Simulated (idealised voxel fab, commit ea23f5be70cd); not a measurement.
process module | voxel tone inversion
For reference, the cross-section in this document is cut, with width 275 nm and square cells of 5 nm.
Cross-section spec: square-cell grid; bands listed top down; each band is one or more rows.
First you get the band's top height and its bottom height, in nm, and then the materials it's made of, left to right, with each width in nm. If you see a single material with "throughout", that one covers the band edge to edge. "blank" is empty space.
Heights are reckoned from 0. Under this level, the received wafer is all of one material. The bottommost band is open-ended downward, for example "0..down".
Per-row width for "30->40": begins at first number (top row of band), ends at second number (bottom row), increment between rows held constant.
"everything unchanged" (step): cross-section cells unchanged, all of them.
What "Fully sealed cavities" gives you is every empty space of 8 cells or more that is cut off from the top. Each appears as width x height at distance, with the distance taken from the left edge and width, height and distance all in nm.
Where a step's line continues beyond its settings, the continuation is a remark by the simulator itself on that step.
The setting "overlay nm" may be written on the line of a step. When the step uses a mask, the value reports how far to the right of the planned place the mask lay, and a negative value reports that it lay to the left.

# Steps planned for the process
step 1: RECEIVE, material Si
step 2: CONFORMAL_DEP, material SiN, thk nm 5
step 3: DIRECTIONAL_DEP, material polySi, thk nm 20
step 4: PATTERN, tone cover, mask id POSTS, material resist, width nm 15, pitch nm 40, thk nm 25, overlay nm 0
step 5: DIRECTIONAL_ETCH, etch materials polySi, depth nm 20
step 6: STRIP, etch materials resist
step 7: FILL_DEP, material lowk, thk nm 5
step 8: CMP, height nm 25
step 9: STRIP, etch materials polySi
step 10: CONFORMAL_DEP, material TiN, thk nm 5
step 11: FILL_DEP, material Ru, thk nm 10
step 12: CMP, height nm 25
step 13: CONFORMAL_DEP, material SiCN, thk nm 5

# Cross-section: wafer on arrival = after step 1
	0..down = Si throughout
	Fully sealed cavities: none

# The first of the two wafers as seen in cross-section once the module was finished; processing followed the plan
	30..25 = SiCN throughout
	25..10 = lowk: 70 | TiN: 5 | Ru: 5 | TiN: 5 | lowk: 25 | TiN: 5 | Ru: 5 | TiN: 5 | lowk: 25 | TiN: 5 | Ru: 5 | TiN: 5 | lowk: 25 | TiN: 5 | Ru: 5 | TiN: 5 | lowk: 70
	10..5 = lowk: 70 | TiN: 15 | lowk: 25 | TiN: 15 | lowk: 25 | TiN: 15 | lowk: 25 | TiN: 15 | lowk: 70
	5..0 = SiN throughout
	0..down = Si throughout
	Fully sealed cavities: none

# This cross-section belongs to the second wafer of two at the end of the module; the start and the plan were shared with the first, and the run included one mistake
	30..25 = SiCN throughout
	25..10 = lowk: 75 | TiN: 5 | Ru: 5 | TiN: 5 | lowk: 25 | TiN: 5 | Ru: 5 | TiN: 5 | lowk: 25 | TiN: 5 | Ru: 5 | TiN: 5 | lowk: 25 | TiN: 5 | Ru: 5 | TiN: 5 | lowk: 65
	10..5 = lowk: 75 | TiN: 15 | lowk: 25 | TiN: 15 | lowk: 25 | TiN: 15 | lowk: 25 | TiN: 15 | lowk: 65
	5..0 = SiN throughout
	0..down = Si throughout
	Fully sealed cavities: none
So what did we get wrong on this run? step 4, actual vs plan mismatch, actual run PATTERN, tone cover, mask id POSTS, material resist, width nm 15, pitch nm 40, thk nm 25, overlay nm 5
If you tally the cells, the second wafer ends up with the same amount of every material as the first; it's all just sitting in different places.
